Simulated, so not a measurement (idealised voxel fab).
process module | voxel self aligned vias
cross-section cut | 210 nm wide | cells 5 nm
A cross-section is a grid of square cells, given in bands from the top down. A band is one or more rows of cells.
Each band's line starts with the height of the band's top and of its bottom, in nm. Then come its materials from left to right, each with its width in nm. One material with "throughout" fills the band from edge to edge. "air" is empty space.
Height 0 is the level under which the wafer as received is all one material. The lowest band goes on downwards, as in "0 down".
A width such as "30 to 40" changes by the same amount from each row of cells to the next, from the band's top row to its bottom row.
"no change" after a step means that no cell of the cross-section changed.
closed voids: empty space of 8 cells or more with no open way to the top, each as width x height at its distance from the left edge, in nm
after a step's settings: what the simulator itself notes on the step
overlay nm, on a step with a mask: how far to the right of its planned place the mask lay; to the left if negative
plan
1 op RECEIVE | material Si
2 op CONFORMAL_DEP | material SiO2 | thk nm 10
3 op CONFORMAL_DEP | material SiCN | thk nm 5
4 op DIRECTIONAL_DEP | material SiO2 | thk nm 30
5 op MASKED_ETCH | tone open | mask id LINES | width nm 20 | pitch nm 60 | etch materials SiO2 | depth nm 30 | overlay nm 0
6 op CONFORMAL_DEP | material TiN | thk nm 5
7 op FILL_DEP | material W | thk nm 5
8 op CMP | height nm 45
9 op SELECTIVE_ETCH | etch materials W Ru TiN | depth nm 5
10 op FILL_DEP | material SiN | thk nm 10
11 op CMP | height nm 45
12 op DIRECTIONAL_DEP | material SiO2 | thk nm 15
13 op PATTERN | tone open | mask id VIAS | material resist | width nm 30 | thk nm 20 | overlay nm 0
14 op DIRECTIONAL_ETCH | etch materials SiO2 | depth nm 15
15 op DIRECTIONAL_ETCH | etch materials SiN | depth nm 5
16 op STRIP | etch materials resist
17 op CONFORMAL_DEP | material TiN | thk nm 5
18 op FILL_DEP | material Ru | thk nm 5
19 op CMP | height nm 60
20 op CONFORMAL_DEP | material SiN | thk nm 5
first wafer, as planned
as received, after step 1
  0 down: Si throughout
  closed voids: none
after step 2
  10 to 0: SiO2 throughout
  below 0: unchanged
after step 3
  15 to 10: SiCN throughout
  below 10: unchanged
after step 4
  45 to 15: SiO2 throughout
  below 15: unchanged
after step 5
  45 to 15: SiO2 65 | air 20 | SiO2 40 | air 20 | SiO2 65
  below 15: unchanged
after step 6
  50 to 45: TiN 70 | air 10 | TiN 50 | air 10 | TiN 70
  45 to 20: SiO2 65 | TiN 5 | air 10 | TiN 5 | SiO2 40 | TiN 5 | air 10 | TiN 5 | SiO2 65
  20 to 15: SiO2 65 | TiN 20 | SiO2 40 | TiN 20 | SiO2 65
  below 15: unchanged
after step 7
  55 to 50: W throughout
  50 to 45: TiN 70 | W 10 | TiN 50 | W 10 | TiN 70
  45 to 20: SiO2 65 | TiN 5 | W 10 | TiN 5 | SiO2 40 | TiN 5 | W 10 | TiN 5 | SiO2 65
  below 20: unchanged
after step 8
  45 to 20: SiO2 65 | TiN 5 | W 10 | TiN 5 | SiO2 40 | TiN 5 | W 10 | TiN 5 | SiO2 65
  below 20: unchanged
after step 9
  45 to 40: SiO2 65 | air 20 | SiO2 40 | air 20 | SiO2 65
  below 40: unchanged
after step 10
  55 to 45: SiN throughout
  45 to 40: SiO2 65 | SiN 20 | SiO2 40 | SiN 20 | SiO2 65
  below 40: unchanged
after step 11
  45 to 40: SiO2 65 | SiN 20 | SiO2 40 | SiN 20 | SiO2 65
  below 40: unchanged
after step 12
  60 to 45: SiO2 throughout
  below 45: unchanged
after step 13
  80 to 60: resist 60 | air 30 | resist 120
  below 60: unchanged
after step 14
  80 to 60: resist 60 | air 30 | resist 120
  60 to 45: SiO2 60 | air 30 | SiO2 120
  below 45: unchanged
after step 15
  80 to 60: resist 60 | air 30 | resist 120
  60 to 45: SiO2 60 | air 30 | SiO2 120
  45 to 40: SiO2 65 | air 20 | SiO2 40 | SiN 20 | SiO2 65
  below 40: unchanged
after step 16
  60 to 45: SiO2 60 | air 30 | SiO2 120
  below 45: unchanged
after step 17
  65 to 60: TiN 65 | air 20 | TiN 125
  60 to 50: SiO2 60 | TiN 5 | air 20 | TiN 5 | SiO2 120
  50 to 45: SiO2 60 | TiN 10 | air 10 | TiN 10 | SiO2 120
  45 to 40: SiO2 65 | TiN 20 | SiO2 40 | SiN 20 | SiO2 65
  below 40: unchanged
after step 18
  70 to 65: Ru throughout
  65 to 60: TiN 65 | Ru 20 | TiN 125
  60 to 50: SiO2 60 | TiN 5 | Ru 20 | TiN 5 | SiO2 120
  50 to 45: SiO2 60 | TiN 10 | Ru 10 | TiN 10 | SiO2 120
  below 45: unchanged
after step 19
  60 to 50: SiO2 60 | TiN 5 | Ru 20 | TiN 5 | SiO2 120
  below 50: unchanged
after step 20
  65 to 60: SiN throughout
  below 60: unchanged
second wafer: like start, like plan, one mistake. Through step 12 it matches the first wafer
when step 13 should have ended
  80 to 60: air 60 | resist 30 | air 120
  below 60: unchanged
when step 14 should have ended
  80 to 60: air 60 | resist 30 | air 120
  60 to 45: air 60 | SiO2 30 | air 120
  below 45: unchanged
when step 15 should have ended
  80 to 60: air 60 | resist 30 | air 120
  60 to 45: air 60 | SiO2 30 | air 120
  45 to 40: SiO2 65 | SiN 20 | SiO2 40 | air 20 | SiO2 65
  below 40: unchanged
when step 16 should have ended
  60 to 45: air 60 | SiO2 30 | air 120
  below 45: unchanged
when step 17 should have ended
  65 to 60: air 55 | TiN 40 | air 115
  60 to 50: air 55 | TiN 5 | SiO2 30 | TiN 5 | air 115
  50 to 45: TiN 60 | SiO2 30 | TiN 40 | air 10 | TiN 70
  45 to 40: SiO2 65 | SiN 20 | SiO2 40 | TiN 20 | SiO2 65
  below 40: unchanged
when step 18 should have ended
  70 to 65: Ru throughout
  65 to 60: Ru 55 | TiN 40 | Ru 115
  60 to 50: Ru 55 | TiN 5 | SiO2 30 | TiN 5 | Ru 115
  50 to 45: TiN 60 | SiO2 30 | TiN 40 | Ru 10 | TiN 70
  below 45: unchanged
when step 19 should have ended
  60 to 50: Ru 55 | TiN 5 | SiO2 30 | TiN 5 | Ru 115
  below 50: unchanged
when step 20 should have ended
  65 to 60: SiN throughout
  below 60: unchanged
what went wrong: step 13 ran as: op PATTERN | tone cover | mask id VIAS | material resist | width nm 30 | thk nm 20 | overlay nm 0
at the end the second wafer has, in cells: 60 more of Ru | 90 fewer of SiO2 | 30 more of TiN
